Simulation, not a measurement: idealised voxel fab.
Process module name: voxel trench capacitor
The width of the displayed cross-section, cut, is 265 nm; its cells are square, with a size of 5 nm.
Bands, listed from the top down, are how a cross-section gets written in this document; the cross-section itself is a grid of square cells, and a band is one or more rows of them.
A band entry consists of two parts. The first gives the height of the band's top and the height of its bottom, in nm. The rest lists the band's materials from left to right, each with its width in nm. A single material labelled with the word "full width" fills the band from edge to edge, and the word "air" marks empty space.
For the purposes of this specification, 0 denotes the height below which the wafer in its as-received condition is composed wholly of one material, and the lowermost band, lacking a lower limit, extends downward without end, as expressed in "top 0, no bottom".
Read "30 to 40" as a graded width: first number on top, second number at the bottom, same change between each pair of neighbouring rows.
No cell of the cross-section changed in a step that is given as "nothing was modified".
The label "Closed void catalog" introduces a list of the empty spaces, 8 cells or larger, that have no open way up to the top; each entry in it reads width x height at distance, where the distance is taken from the left edge and all three are stated in nm.
after a step's settings: what the simulator itself notes on the step
Each step line may optionally specify "overlay nm", which for a step with a mask gives the rightward distance between the mask's planned place and where it lay, a negative value indicating the leftward direction.
# The following list gives the planned process steps
1 op RECEIVE | material Si
2 op CONFORMAL_DEP | material SiN | thk nm 10
3 op PATTERN | tone open | mask id TRENCH | material resist | width nm 30 | pitch nm 45 | thk nm 15 | overlay nm 0
4 op DIRECTIONAL_ETCH | etch materials SiN | depth nm 10
5 op DIRECTIONAL_ETCH | etch materials Si | depth nm 40
6 op STRIP | etch materials resist
7 op CONFORMAL_DEP | material HfO2 | thk nm 5
8 op CONFORMAL_DEP | material TiN | thk nm 5
9 op FILL_DEP | material W | thk nm 5
10 op CMP | height nm 10
# On the first of the two wafers: run conducted according to plan
# Wafer cross-section on receipt, i.e. after step 1
- top 0, no bottom  Si full width
- Closed void catalog: none
# After step 2, in cross-section
- top 10, bottom 0  SiN full width
- Nothing below the height 0 has changed.
# After step 3, in cross-section
- top 25, bottom 10  resist: 70, air: 30, resist: 15, air: 30, resist: 15, air: 30, resist: 75
- Nothing below the height 10 has changed.
# After step 4, in cross-section
- top 25, bottom 10  resist: 70, air: 30, resist: 15, air: 30, resist: 15, air: 30, resist: 75
- top 10, bottom 0  SiN: 70, air: 30, SiN: 15, air: 30, SiN: 15, air: 30, SiN: 75
- Nothing below the height 0 has changed.
# After step 5, in cross-section
- top 25, bottom 10  resist: 70, air: 30, resist: 15, air: 30, resist: 15, air: 30, resist: 75
- top 10, bottom 0  SiN: 70, air: 30, SiN: 15, air: 30, SiN: 15, air: 30, SiN: 75
- top 0, bottom -40  Si: 70, air: 30, Si: 15, air: 30, Si: 15, air: 30, Si: 75
- Nothing below the height -40 has changed.
# After step 6, in cross-section
- top 10, bottom 0  SiN: 70, air: 30, SiN: 15, air: 30, SiN: 15, air: 30, SiN: 75
- Nothing below the height 0 has changed.
# After step 7, in cross-section
- top 15, bottom 10  HfO2: 75, air: 20, HfO2: 25, air: 20, HfO2: 25, air: 20, HfO2: 80
- top 10, bottom 0  SiN: 70, HfO2: 5, air: 20, HfO2: 5, SiN: 15, HfO2: 5, air: 20, HfO2: 5, SiN: 15, HfO2: 5, air: 20, HfO2: 5, SiN: 75
- top 0, bottom -35  Si: 70, HfO2: 5, air: 20, HfO2: 5, Si: 15, HfO2: 5, air: 20, HfO2: 5, Si: 15, HfO2: 5, air: 20, HfO2: 5, Si: 75
- top -35, bottom -40  Si: 70, HfO2: 30, Si: 15, HfO2: 30, Si: 15, HfO2: 30, Si: 75
- Nothing below the height -40 has changed.
# After step 8, in cross-section
- top 20, bottom 15  TiN: 80, air: 10, TiN: 35, air: 10, TiN: 35, air: 10, TiN: 85
- top 15, bottom 10  HfO2: 75, TiN: 5, air: 10, TiN: 5, HfO2: 25, TiN: 5, air: 10, TiN: 5, HfO2: 25, TiN: 5, air: 10, TiN: 5, HfO2: 80
- top 10, bottom 0  SiN: 70, HfO2: 5, TiN: 5, air: 10, TiN: 5, HfO2: 5, SiN: 15, HfO2: 5, TiN: 5, air: 10, TiN: 5, HfO2: 5, SiN: 15, HfO2: 5, TiN: 5, air: 10, TiN: 5, HfO2: 5, SiN: 75
- top 0, bottom -30  Si: 70, HfO2: 5, TiN: 5, air: 10, TiN: 5, HfO2: 5, Si: 15, HfO2: 5, TiN: 5, air: 10, TiN: 5, HfO2: 5, Si: 15, HfO2: 5, TiN: 5, air: 10, TiN: 5, HfO2: 5, Si: 75
- top -30, bottom -35  Si: 70, HfO2: 5, TiN: 20, HfO2: 5, Si: 15, HfO2: 5, TiN: 20, HfO2: 5, Si: 15, HfO2: 5, TiN: 20, HfO2: 5, Si: 75
- Nothing below the height -35 has changed.
# After step 9, in cross-section
- top 25, bottom 20  W full width
- top 20, bottom 15  TiN: 80, W: 10, TiN: 35, W: 10, TiN: 35, W: 10, TiN: 85
- top 15, bottom 10  HfO2: 75, TiN: 5, W: 10, TiN: 5, HfO2: 25, TiN: 5, W: 10, TiN: 5, HfO2: 25, TiN: 5, W: 10, TiN: 5, HfO2: 80
- top 10, bottom 0  SiN: 70, HfO2: 5, TiN: 5, W: 10, TiN: 5, HfO2: 5, SiN: 15, HfO2: 5, TiN: 5, W: 10, TiN: 5, HfO2: 5, SiN: 15, HfO2: 5, TiN: 5, W: 10, TiN: 5, HfO2: 5, SiN: 75
- top 0, bottom -30  Si: 70, HfO2: 5, TiN: 5, W: 10, TiN: 5, HfO2: 5, Si: 15, HfO2: 5, TiN: 5, W: 10, TiN: 5, HfO2: 5, Si: 15, HfO2: 5, TiN: 5, W: 10, TiN: 5, HfO2: 5, Si: 75
- Nothing below the height -30 has changed.
# After step 10, in cross-section
- top 10, bottom 0  SiN: 70, HfO2: 5, TiN: 5, W: 10, TiN: 5, HfO2: 5, SiN: 15, HfO2: 5, TiN: 5, W: 10, TiN: 5, HfO2: 5, SiN: 15, HfO2: 5, TiN: 5, W: 10, TiN: 5, HfO2: 5, SiN: 75
- Nothing below the height 0 has changed.
# Now the other wafer: same start, same recipe, but we messed up one thing when running it. Up to and including step 2 it's the same as the first one
# Second wafer cross-section, taken as of the time the plan sets for step 3 to be done
- top 25, bottom 10  resist: 75, air: 25, resist: 20, air: 25, resist: 20, air: 25, resist: 75
- Nothing below the height 10 has changed.
# Second wafer cross-section, taken as of the time the plan sets for step 4 to be done
- top 25, bottom 10  resist: 75, air: 25, resist: 20, air: 25, resist: 20, air: 25, resist: 75
- top 10, bottom 0  SiN: 75, air: 25, SiN: 20, air: 25, SiN: 20, air: 25, SiN: 75
- Nothing below the height 0 has changed.
# Second wafer cross-section, taken as of the time the plan sets for step 5 to be done
- top 25, bottom 10  resist: 75, air: 25, resist: 20, air: 25, resist: 20, air: 25, resist: 75
- top 10, bottom 0  SiN: 75, air: 25, SiN: 20, air: 25, SiN: 20, air: 25, SiN: 75
- top 0, bottom -40  Si: 75, air: 25, Si: 20, air: 25, Si: 20, air: 25, Si: 75
- Nothing below the height -40 has changed.
# Second wafer cross-section, taken as of the time the plan sets for step 6 to be done
- top 10, bottom 0  SiN: 75, air: 25, SiN: 20, air: 25, SiN: 20, air: 25, SiN: 75
- Nothing below the height 0 has changed.
# Second wafer cross-section, taken as of the time the plan sets for step 7 to be done
- top 15, bottom 10  HfO2: 80, air: 15, HfO2: 30, air: 15, HfO2: 30, air: 15, HfO2: 80
- top 10, bottom 0  SiN: 75, HfO2: 5, air: 15, HfO2: 5, SiN: 20, HfO2: 5, air: 15, HfO2: 5, SiN: 20, HfO2: 5, air: 15, HfO2: 5, SiN: 75
- top 0, bottom -35  Si: 75, HfO2: 5, air: 15, HfO2: 5, Si: 20, HfO2: 5, air: 15, HfO2: 5, Si: 20, HfO2: 5, air: 15, HfO2: 5, Si: 75
- top -35, bottom -40  Si: 75, HfO2: 25, Si: 20, HfO2: 25, Si: 20, HfO2: 25, Si: 75
- Nothing below the height -40 has changed.
# Second wafer cross-section, taken as of the time the plan sets for step 8 to be done
- top 20, bottom 15  TiN: 85, air: 5, TiN: 40, air: 5, TiN: 40, air: 5, TiN: 85
- top 15, bottom 10  HfO2: 80, TiN: 5, air: 5, TiN: 5, HfO2: 30, TiN: 5, air: 5, TiN: 5, HfO2: 30, TiN: 5, air: 5, TiN: 5, HfO2: 80
- top 10, bottom 0  SiN: 75, HfO2: 5, TiN: 5, air: 5, TiN: 5, HfO2: 5, SiN: 20, HfO2: 5, TiN: 5, air: 5, TiN: 5, HfO2: 5, SiN: 20, HfO2: 5, TiN: 5, air: 5, TiN: 5, HfO2: 5, SiN: 75
- top 0, bottom -30  Si: 75, HfO2: 5, TiN: 5, air: 5, TiN: 5, HfO2: 5, Si: 20, HfO2: 5, TiN: 5, air: 5, TiN: 5, HfO2: 5, Si: 20, HfO2: 5, TiN: 5, air: 5, TiN: 5, HfO2: 5, Si: 75
- top -30, bottom -35  Si: 75, HfO2: 5, TiN: 15, HfO2: 5, Si: 20, HfO2: 5, TiN: 15, HfO2: 5, Si: 20, HfO2: 5, TiN: 15, HfO2: 5, Si: 75
- Nothing below the height -35 has changed.
# Second wafer cross-section, taken as of the time the plan sets for step 9 to be done
- top 25, bottom 20  W full width
- top 20, bottom 15  TiN: 85, W: 5, TiN: 40, W: 5, TiN: 40, W: 5, TiN: 85
- top 15, bottom 10  HfO2: 80, TiN: 5, W: 5, TiN: 5, HfO2: 30, TiN: 5, W: 5, TiN: 5, HfO2: 30, TiN: 5, W: 5, TiN: 5, HfO2: 80
- top 10, bottom 0  SiN: 75, HfO2: 5, TiN: 5, W: 5, TiN: 5, HfO2: 5, SiN: 20, HfO2: 5, TiN: 5, W: 5, TiN: 5, HfO2: 5, SiN: 20, HfO2: 5, TiN: 5, W: 5, TiN: 5, HfO2: 5, SiN: 75
- top 0, bottom -30  Si: 75, HfO2: 5, TiN: 5, W: 5, TiN: 5, HfO2: 5, Si: 20, HfO2: 5, TiN: 5, W: 5, TiN: 5, HfO2: 5, Si: 20, HfO2: 5, TiN: 5, W: 5, TiN: 5, HfO2: 5, Si: 75
- Nothing below the height -30 has changed.
# Second wafer cross-section, taken as of the time the plan sets for step 10 to be done
- top 10, bottom 0  SiN: 75, HfO2: 5, TiN: 5, W: 5, TiN: 5, HfO2: 5, SiN: 20, HfO2: 5, TiN: 5, W: 5, TiN: 5, HfO2: 5, SiN: 20, HfO2: 5, TiN: 5, W: 5, TiN: 5, HfO2: 5, SiN: 75
- Nothing below the height 0 has changed.
Diagnosis: the process deviated at step 3: the operation and settings actually run there were op PATTERN | tone open | mask id TRENCH | material resist | width nm 25 | pitch nm 45 | thk nm 15 | overlay nm 0
Per the end-of-run cell counts, the second wafer holds more or fewer of some materials than the first: -3 HfO2; +24 Si; +6 SiN; -3 TiN; -24 W
